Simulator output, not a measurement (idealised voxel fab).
Herein follows the process module entitled voxel self aligned contacts.
Section cut is 230 nm wide and gridded with 5 nm square cells.
The cross-sections in this document take the form of a grid made of square cells. They are written out as bands, in order from top to bottom. Each band consists of one or more rows of cells.
Band: top height; bottom height; in nm. Then, left to right: material with width in nm, for each material. "throughout": a single material spanning edge to edge. "blank": empty space.
Heights are measured from 0, the level below which the as-received wafer is all one material; the lowest band has no bottom and continues downward, written as in "from 0 down".
Read "30 to 40" as a graded width: first number on top, second number at the bottom, same change between each pair of neighbouring rows.
Basically "remained the same" means that step didn't change any cell in the cross-section.
Empty spaces without an open route to the top, at least 8 cells in extent, make up the entry "Closed-off voids"; each is given as width x height at distance, where the distance is measured from the left edge, and all are in nm.
Post-settings text on a step line: simulator's own remark regarding the step.
"overlay nm" answers the question of how far to the right of plan the mask lay on a step that has a mask, and when it is negative the answer is to the left.
[plan]
- 1: RECEIVE, material Si
- 2: CONFORMAL_DEP, material SiO2, thk nm 5
- 3: DIRECTIONAL_DEP, material polySi, thk nm 20
- 4: DIRECTIONAL_DEP, material SiN, thk nm 15
- 5: DIRECTIONAL_DEP, material aC, thk nm 15
- 6: PATTERN, tone cover, mask id GATE, material resist, width nm 25, pitch nm 50, thk nm 30, overlay nm 0
- 7: DIRECTIONAL_ETCH, etch materials aC, depth nm 15
- 8: STRIP, etch materials resist
- 9: DIRECTIONAL_ETCH, etch materials SiN, depth nm 15
- 10: DIRECTIONAL_ETCH, etch materials polySi, depth nm 20
- 11: STRIP, etch materials aC
- 12: CONFORMAL_DEP, material SiN, thk nm 5
- 13: DIRECTIONAL_ETCH, etch materials SiN, depth nm 5
- 14: FILL_DEP, material SiO2, thk nm 15
- 15: CMP, height nm 50
- 16: PATTERN, tone open, mask id CONTACT, material resist, width nm 35, thk nm 15, overlay nm 0
- 17: DIRECTIONAL_ETCH, etch materials SiO2, depth nm 50
- 18: STRIP, etch materials resist
- 19: CONFORMAL_DEP, material TiN, thk nm 5
- 20: FILL_DEP, material Ru, thk nm 10
- 21: CMP, height nm 50
- 22: CONFORMAL_DEP, material SiN, thk nm 5
[First of two wafers, with the run carried out as planned]
[Here's what the wafer looked like in cross-section when it arrived - that's after step 1]
from 0 down  Si throughout
Closed-off voids: none
[Once step 2 is through, the wafer looks like this in cross-section]
from 5 to 0  SiO2 throughout
Note: structure below 0 unchanged.
[Once step 3 is through, the wafer looks like this in cross-section]
from 25 to 5  polySi throughout
Note: structure below 5 unchanged.
[Once step 4 is through, the wafer looks like this in cross-section]
from 40 to 25  SiN throughout
Note: structure below 25 unchanged.
[Once step 5 is through, the wafer looks like this in cross-section]
from 55 to 40  aC throughout
Note: structure below 40 unchanged.
[Once step 6 is through, the wafer looks like this in cross-section]
from 85 to 55  blank 75 / resist 25 / blank 25 / resist 25 / blank 80
Note: structure below 55 unchanged.
[Once step 7 is through, the wafer looks like this in cross-section]
from 70 to 55  blank 75 / resist 25 / blank 25 / resist 25 / blank 80
from 55 to 40  blank 75 / aC 25 / blank 25 / aC 25 / blank 80
Note: structure below 40 unchanged.
[Once step 8 is through, the wafer looks like this in cross-section]
from 55 to 40  blank 75 / aC 25 / blank 25 / aC 25 / blank 80
Note: structure below 40 unchanged.
[Once step 9 is through, the wafer looks like this in cross-section]
from 55 to 40  blank 75 / aC 25 / blank 25 / aC 25 / blank 80
from 40 to 25  blank 75 / SiN 25 / blank 25 / SiN 25 / blank 80
Note: structure below 25 unchanged.
[Once step 10 is through, the wafer looks like this in cross-section]
from 55 to 40  blank 75 / aC 25 / blank 25 / aC 25 / blank 80
from 40 to 25  blank 75 / SiN 25 / blank 25 / SiN 25 / blank 80
from 25 to 5  blank 75 / polySi 25 / blank 25 / polySi 25 / blank 80
Note: structure below 5 unchanged.
[Once step 11 is through, the wafer looks like this in cross-section]
from 40 to 25  blank 75 / SiN 25 / blank 25 / SiN 25 / blank 80
Note: structure below 25 unchanged.
[Once step 12 is through, the wafer looks like this in cross-section]
from 45 to 25  blank 70 / SiN 35 / blank 15 / SiN 35 / blank 75
from 25 to 10  blank 70 / SiN 5 / polySi 25 / SiN 5 / blank 15 / SiN 5 / polySi 25 / SiN 5 / blank 75
from 10 to 5  SiN 75 / polySi 25 / SiN 25 / polySi 25 / SiN 80
Note: structure below 5 unchanged.
[Once step 13 is through, the wafer looks like this in cross-section]
from 40 to 25  blank 70 / SiN 35 / blank 15 / SiN 35 / blank 75
from 25 to 5  blank 70 / SiN 5 / polySi 25 / SiN 5 / blank 15 / SiN 5 / polySi 25 / SiN 5 / blank 75
Note: structure below 5 unchanged.
[Once step 14 is through, the wafer looks like this in cross-section]
from 55 to 40  SiO2 throughout
from 40 to 25  SiO2 70 / SiN 35 / SiO2 15 / SiN 35 / SiO2 75
from 25 to 5  SiO2 70 / SiN 5 / polySi 25 / SiN 5 / SiO2 15 / SiN 5 / polySi 25 / SiN 5 / SiO2 75
Note: structure below 5 unchanged.
[Once step 15 is through, the wafer looks like this in cross-section]
from 50 to 40  SiO2 throughout
Note: structure below 40 unchanged.
[Once step 16 is through, the wafer looks like this in cross-section]
from 65 to 50  resist 95 / blank 35 / resist 100
Note: structure below 50 unchanged.
[Once step 17 is through, the wafer looks like this in cross-section]
from 65 to 50  resist 95 / blank 35 / resist 100
from 50 to 40  SiO2 95 / blank 35 / SiO2 100
from 40 to 25  SiO2 70 / SiN 35 / blank 15 / SiN 35 / SiO2 75
from 25 to 5  SiO2 70 / SiN 5 / polySi 25 / SiN 5 / blank 15 / SiN 5 / polySi 25 / SiN 5 / SiO2 75
from 5 to 0  SiO2 105 / blank 15 / SiO2 110
Note: structure below 0 unchanged.
[Once step 18 is through, the wafer looks like this in cross-section]
from 50 to 40  SiO2 95 / blank 35 / SiO2 100
Note: structure below 40 unchanged.
[Once step 19 is through, the wafer looks like this in cross-section]
from 55 to 50  TiN 100 / blank 25 / TiN 105
from 50 to 40  SiO2 95 / TiN 5 to 15 / blank 25 to 5 / TiN 5 to 15 / SiO2 100
from 40 to 25  SiO2 70 / SiN 35 / TiN 5 / blank 5 / TiN 5 / SiN 35 / SiO2 75
from 25 to 5  SiO2 70 / SiN 5 / polySi 25 / SiN 5 / TiN 5 / blank 5 / TiN 5 / SiN 5 / polySi 25 / SiN 5 / SiO2 75
from 5 to 0  SiO2 105 / TiN 15 / SiO2 110
Note: structure below 0 unchanged.
[Once step 20 is through, the wafer looks like this in cross-section]
from 65 to 55  Ru throughout
from 55 to 50  TiN 100 / Ru 25 / TiN 105
from 50 to 40  SiO2 95 / TiN 5 to 15 / Ru 25 to 5 / TiN 5 to 15 / SiO2 100
from 40 to 25  SiO2 70 / SiN 35 / TiN 5 / Ru 5 / TiN 5 / SiN 35 / SiO2 75
from 25 to 5  SiO2 70 / SiN 5 / polySi 25 / SiN 5 / TiN 5 / Ru 5 / TiN 5 / SiN 5 / polySi 25 / SiN 5 / SiO2 75
Note: structure below 5 unchanged.
[Once step 21 is through, the wafer looks like this in cross-section]
from 50 to 40  SiO2 95 / TiN 5 to 15 / Ru 25 to 5 / TiN 5 to 15 / SiO2 100
Note: structure below 40 unchanged.
[Once step 22 is through, the wafer looks like this in cross-section]
from 55 to 50  SiN throughout
Note: structure below 50 unchanged.
[The second wafer began exactly as the first did and followed the same plan, but one mistake was made while running it; through step 5 inclusive, the two wafers are identical]
[The second wafer in cross-section, at the planned close of step 6]
from 85 to 55  blank 70 / resist 25 / blank 25 / resist 25 / blank 85
Note: structure below 55 unchanged.
[The second wafer in cross-section, at the planned close of step 7]
from 70 to 55  blank 70 / resist 25 / blank 25 / resist 25 / blank 85
from 55 to 40  blank 70 / aC 25 / blank 25 / aC 25 / blank 85
Note: structure below 40 unchanged.
[The second wafer in cross-section, at the planned close of step 8]
from 55 to 40  blank 70 / aC 25 / blank 25 / aC 25 / blank 85
Note: structure below 40 unchanged.
[The second wafer in cross-section, at the planned close of step 9]
from 55 to 40  blank 70 / aC 25 / blank 25 / aC 25 / blank 85
from 40 to 25  blank 70 / SiN 25 / blank 25 / SiN 25 / blank 85
Note: structure below 25 unchanged.
[The second wafer in cross-section, at the planned close of step 10]
from 55 to 40  blank 70 / aC 25 / blank 25 / aC 25 / blank 85
from 40 to 25  blank 70 / SiN 25 / blank 25 / SiN 25 / blank 85
from 25 to 5  blank 70 / polySi 25 / blank 25 / polySi 25 / blank 85
Note: structure below 5 unchanged.
[The second wafer in cross-section, at the planned close of step 11]
from 40 to 25  blank 70 / SiN 25 / blank 25 / SiN 25 / blank 85
Note: structure below 25 unchanged.
[The second wafer in cross-section, at the planned close of step 12]
from 45 to 25  blank 65 / SiN 35 / blank 15 / SiN 35 / blank 80
from 25 to 10  blank 65 / SiN 5 / polySi 25 / SiN 5 / blank 15 / SiN 5 / polySi 25 / SiN 5 / blank 80
from 10 to 5  SiN 70 / polySi 25 / SiN 25 / polySi 25 / SiN 85
Note: structure below 5 unchanged.
[The second wafer in cross-section, at the planned close of step 13]
from 40 to 25  blank 65 / SiN 35 / blank 15 / SiN 35 / blank 80
from 25 to 5  blank 65 / SiN 5 / polySi 25 / SiN 5 / blank 15 / SiN 5 / polySi 25 / SiN 5 / blank 80
Note: structure below 5 unchanged.
[The second wafer in cross-section, at the planned close of step 14]
from 55 to 40  SiO2 throughout
from 40 to 25  SiO2 65 / SiN 35 / SiO2 15 / SiN 35 / SiO2 80
from 25 to 5  SiO2 65 / SiN 5 / polySi 25 / SiN 5 / SiO2 15 / SiN 5 / polySi 25 / SiN 5 / SiO2 80
Note: structure below 5 unchanged.
[The second wafer in cross-section, at the planned close of step 15]
from 50 to 40  SiO2 throughout
Note: structure below 40 unchanged.
[The second wafer in cross-section, at the planned close of step 16]
from 65 to 50  resist 95 / blank 35 / resist 100
Note: structure below 50 unchanged.
[The second wafer in cross-section, at the planned close of step 17]
from 65 to 50  resist 95 / blank 35 / resist 100
from 50 to 40  SiO2 95 / blank 35 / SiO2 100
from 40 to 25  SiO2 65 / SiN 35 / blank 15 / SiN 35 / SiO2 80
from 25 to 5  SiO2 65 / SiN 5 / polySi 25 / SiN 5 / blank 15 / SiN 5 / polySi 25 / SiN 5 / SiO2 80
from 5 to 0  SiO2 100 / blank 15 / SiO2 115
Note: structure below 0 unchanged.
[The second wafer in cross-section, at the planned close of step 18]
from 50 to 40  SiO2 95 / blank 35 / SiO2 100
Note: structure below 40 unchanged.
[The second wafer in cross-section, at the planned close of step 19]
from 55 to 50  TiN 100 / blank 25 / TiN 105
from 50 to 40  SiO2 95 / TiN 5 to 10 / blank 25 to 5 / TiN 5 to 20 / SiO2 100
from 40 to 25  SiO2 65 / SiN 35 / TiN 5 / blank 5 / TiN 5 / SiN 35 / SiO2 80
from 25 to 5  SiO2 65 / SiN 5 / polySi 25 / SiN 5 / TiN 5 / blank 5 / TiN 5 / SiN 5 / polySi 25 / SiN 5 / SiO2 80
from 5 to 0  SiO2 100 / TiN 15 / SiO2 115
Note: structure below 0 unchanged.
[The second wafer in cross-section, at the planned close of step 20]
from 65 to 55  Ru throughout
from 55 to 50  TiN 100 / Ru 25 / TiN 105
from 50 to 40  SiO2 95 / TiN 5 to 10 / Ru 25 to 5 / TiN 5 to 20 / SiO2 100
from 40 to 25  SiO2 65 / SiN 35 / TiN 5 / Ru 5 / TiN 5 / SiN 35 / SiO2 80
from 25 to 5  SiO2 65 / SiN 5 / polySi 25 / SiN 5 / TiN 5 / Ru 5 / TiN 5 / SiN 5 / polySi 25 / SiN 5 / SiO2 80
Note: structure below 5 unchanged.
[The second wafer in cross-section, at the planned close of step 21]
from 50 to 40  SiO2 95 / TiN 5 to 10 / Ru 25 to 5 / TiN 5 to 20 / SiO2 100
Note: structure below 40 unchanged.
[The second wafer in cross-section, at the planned close of step 22]
from 55 to 50  SiN throughout
Note: structure below 50 unchanged.
In executing the process, a mistake was made relative to the plan: step 6 off recipe, ran as PATTERN, tone cover, mask id GATE, material resist, width nm 25, pitch nm 50, thk nm 30, overlay nm -5
Heads up: at the end the two wafers have identical cell counts per material, they're just laid out differently.
